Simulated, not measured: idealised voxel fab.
process module | voxel transistor to metal
cross-section cut | 195 nm wide | cells 5 nm
A cross-section is a grid of square cells, given in bands from the top down. A band is one or more rows of cells.
Each band's line starts with the height of the band's top and of its bottom, in nm. Then come its materials from left to right, each with its width in nm. One material with "throughout" fills the band from edge to edge. "air" is empty space.
Height 0 is the level under which the wafer as received is all one material. The lowest band goes on downwards, as in "0 down".
A width such as "30 to 40" changes by the same amount from each row of cells to the next, from the band's top row to its bottom row.
"no change" after a step means that no cell of the cross-section changed.
closed voids: empty space of 8 cells or more with no open way to the top, each as width x height at its distance from the left edge, in nm
after a step's settings: what the simulator itself notes on the step
overlay nm, on a step with a mask: how far to the right of its planned place the mask lay; to the left if negative
plan
1 op RECEIVE | material Si
2 op CONFORMAL_DEP | material SiO2 | thk nm 5
3 op CONFORMAL_DEP | material SiN | thk nm 15
4 op PATTERN | tone cover | mask id ACTIVE | material resist | width nm 115 | thk nm 15 | overlay nm 0
5 op DIRECTIONAL_ETCH | etch materials SiN | depth nm 15
6 op DIRECTIONAL_ETCH | etch materials SiO2 | depth nm 5
7 op DIRECTIONAL_ETCH | etch materials Si | depth nm 35
8 op STRIP | etch materials resist
9 op OXIDIZE | depth nm 5
10 op FILL_DEP | material SiO2 | thk nm 5
11 op CMP | height nm 20
12 op SELECTIVE_ETCH | etch materials SiO2 | depth nm 10
13 op STRIP | etch materials SiN
14 op SELECTIVE_ETCH | etch materials SiO2 | depth nm 5
15 op OXIDIZE | depth nm 5
16 op DIRECTIONAL_DEP | material polySi | thk nm 30
17 op DIRECTIONAL_DEP | material SiCN | thk nm 15
18 op PATTERN | tone cover | mask id GATE | material resist | width nm 35 | thk nm 15 | overlay nm 0
19 op DIRECTIONAL_ETCH | etch materials SiCN | depth nm 25
20 op DIRECTIONAL_ETCH | etch materials polySi | depth nm 40
21 op STRIP | etch materials resist
22 op CONFORMAL_DEP | material SiN | thk nm 5
23 op DIRECTIONAL_ETCH | etch materials SiN | depth nm 5
24 op DIRECTIONAL_ETCH | etch materials SiO2 | depth nm 5
25 op DIRECTIONAL_ETCH | etch materials Si | depth nm 15
26 op EPI | material nSi | thk nm 20
27 op FILL_DEP | material SiO2 | thk nm 5
28 op CMP | height nm 30
29 op STRIP | etch materials polySi
30 op SELECTIVE_ETCH | etch materials SiO2 | depth nm 5
31 op CONFORMAL_DEP | material HfO2 | thk nm 5
32 op CONFORMAL_DEP | material TiN | thk nm 5
33 op FILL_DEP | material W | thk nm 10
34 op CMP | height nm 25
35 op DIRECTIONAL_DEP | material SiO2 | thk nm 15
36 op DIRECTIONAL_DEP | material aC | thk nm 15
37 op PATTERN | tone open | mask id CONTACT | material resist | width nm 15 | pitch nm 90 | thk nm 35 | overlay nm 0
38 op DIRECTIONAL_ETCH | etch materials aC | depth nm 15
39 op STRIP | etch materials resist
40 op DIRECTIONAL_ETCH | etch materials SiO2 | depth nm 40
41 op STRIP | etch materials aC
42 op CONFORMAL_DEP | material TiN | thk nm 5
43 op FILL_DEP | material W | thk nm 5
44 op CMP | height nm 40
45 op CONFORMAL_DEP | material SiCN | thk nm 5
46 op DIRECTIONAL_DEP | material SiO2 | thk nm 20
47 op PATTERN | tone open | mask id METAL_1 | material resist | width nm 15 | pitch nm 90 | thk nm 20 | overlay nm 0
48 op DIRECTIONAL_ETCH | etch materials SiO2 | depth nm 20
49 op DIRECTIONAL_ETCH | etch materials SiCN | depth nm 5
50 op STRIP | etch materials resist
51 op CONFORMAL_DEP | material TiN | thk nm 5
52 op FILL_DEP | material Cu | thk nm 10
53 op CMP | height nm 65
54 op EPI | material Ru | thk nm 5
55 op FILL_DEP | material SiCN | thk nm 5
56 op DIRECTIONAL_DEP | material SiO2 | thk nm 25
57 op PATTERN | tone open | mask id METAL_2 | material resist | width nm 15 | pitch nm 90 | thk nm 20 | overlay nm 0
58 op DIRECTIONAL_ETCH | etch materials SiO2 | depth nm 15
59 op STRIP | etch materials resist
60 op MASKED_ETCH | tone open | mask id METAL_2_HOLES | width nm 15 | pitch nm 90 | etch materials SiO2 | depth nm 10 | overlay nm 0
61 op MASKED_ETCH | tone open | mask id METAL_2_HOLES | width nm 15 | pitch nm 90 | etch materials SiCN | depth nm 5 | overlay nm 0
62 op CONFORMAL_DEP | material TiN | thk nm 5
63 op FILL_DEP | material Cu | thk nm 10
64 op CMP | height nm 100
65 op CONFORMAL_DEP | material SiN | thk nm 5
as received, after step 1
  0 down: Si throughout
  closed voids: none
first wafer at the end, as planned
  105 to 100: SiN throughout
  100 to 75: SiO2 45 | TiN 5 | Cu 5 | TiN 5 | SiO2 75 | TiN 5 | Cu 5 | TiN 5 | SiO2 45
  75 to 70: SiCN 45 | TiN 15 | SiCN 75 | TiN 15 | SiCN 45
  70 to 65: SiCN 40 | Ru 25 | SiCN 65 | Ru 25 | SiCN 40
  65 to 45: SiO2 45 | TiN 5 | Cu 5 | TiN 5 | SiO2 75 | TiN 5 | Cu 5 | TiN 5 | SiO2 45
  45 to 40: SiCN 45 | TiN 15 | SiCN 75 | TiN 15 | SiCN 45
  40 to 25: SiO2 45 | TiN 5 | W 5 | TiN 5 | SiO2 75 | TiN 5 | W 5 | TiN 5 | SiO2 45
  25 to 20: SiO2 45 | TiN 5 | W 5 | TiN 5 | SiO2 15 | SiN 5 | HfO2 5 | TiN 5 | W 15 | TiN 5 | HfO2 5 | SiN 5 | SiO2 15 | TiN 5 | W 5 | TiN 5 | SiO2 45
  20 to 15: SiO2 45 | TiN 15 | SiO2 15 | SiN 5 | HfO2 5 | TiN 5 | W 15 | TiN 5 | HfO2 5 | SiN 5 | SiO2 15 | TiN 15 | SiO2 45
  15 to 5: SiO2 45 | TiN 10 | nSi 20 | SiN 5 | HfO2 5 | TiN 5 | W 15 | TiN 5 | HfO2 5 | SiN 5 | nSi 20 | TiN 10 | SiO2 45
  5 to 0: SiO2 35 | SiN 5 | SiO2 5 | TiN 10 | nSi 20 | SiN 5 | HfO2 5 | TiN 25 | HfO2 5 | SiN 5 | nSi 20 | TiN 10 | SiO2 5 | SiN 5 | SiO2 35
  0 to -5: SiO2 40 | nSi 35 | HfO2 45 | nSi 35 | SiO2 40
  -5 to -20: SiO2 45 | nSi 30 | Si 45 | nSi 30 | SiO2 45
  -20 to -40: SiO2 45 | Si 105 | SiO2 45
  -40 down: Si throughout
  closed voids: none
second wafer at the end: like start, like plan, one mistake
  105 to 100: SiN throughout
  100 to 75: SiO2 45 | TiN 5 | Cu 5 | TiN 5 | SiO2 75 | TiN 5 | Cu 5 | TiN 5 | SiO2 45
  75 to 70: SiCN 45 | TiN 15 | SiCN 75 | TiN 15 | SiCN 45
  70 to 65: SiCN 40 | Ru 25 | SiCN 65 | Ru 25 | SiCN 40
  65 to 45: SiO2 45 | TiN 5 | Cu 5 | TiN 5 | SiO2 75 | TiN 5 | Cu 5 | TiN 5 | SiO2 45
  45 to 40: SiCN 45 | TiN 15 | SiCN 75 | TiN 15 | SiCN 45
  40 to 25: SiO2 45 | TiN 5 | W 5 | TiN 5 | SiO2 75 | TiN 5 | W 5 | TiN 5 | SiO2 45
  25 to 20: SiO2 45 | TiN 5 | W 5 | TiN 5 | SiO2 15 | SiN 5 | TiN 5 | HfO2 5 | W 15 | HfO2 5 | TiN 5 | SiN 5 | SiO2 15 | TiN 5 | W 5 | TiN 5 | SiO2 45
  20 to 15: SiO2 45 | TiN 15 | SiO2 15 | SiN 5 | TiN 5 | HfO2 5 | W 15 | HfO2 5 | TiN 5 | SiN 5 | SiO2 15 | TiN 15 | SiO2 45
  15 to 5: SiO2 45 | TiN 10 | nSi 20 | SiN 5 | TiN 5 | HfO2 5 | W 15 | HfO2 5 | TiN 5 | SiN 5 | nSi 20 | TiN 10 | SiO2 45
  5 to 0: SiO2 35 | SiN 5 | SiO2 5 | TiN 10 | nSi 20 | SiN 5 | TiN 5 | HfO2 25 | TiN 5 | SiN 5 | nSi 20 | TiN 10 | SiO2 5 | SiN 5 | SiO2 35
  0 to -5: SiO2 40 | nSi 35 | TiN 45 | nSi 35 | SiO2 40
  -5 to -20: SiO2 45 | nSi 30 | Si 45 | nSi 30 | SiO2 45
  -20 to -40: SiO2 45 | Si 105 | SiO2 45
  -40 down: Si throughout
  closed voids: none
what went wrong: steps 31 and 32 were swapped
at the end the second wafer has, in cells: 6 fewer of HfO2 | 6 more of TiN
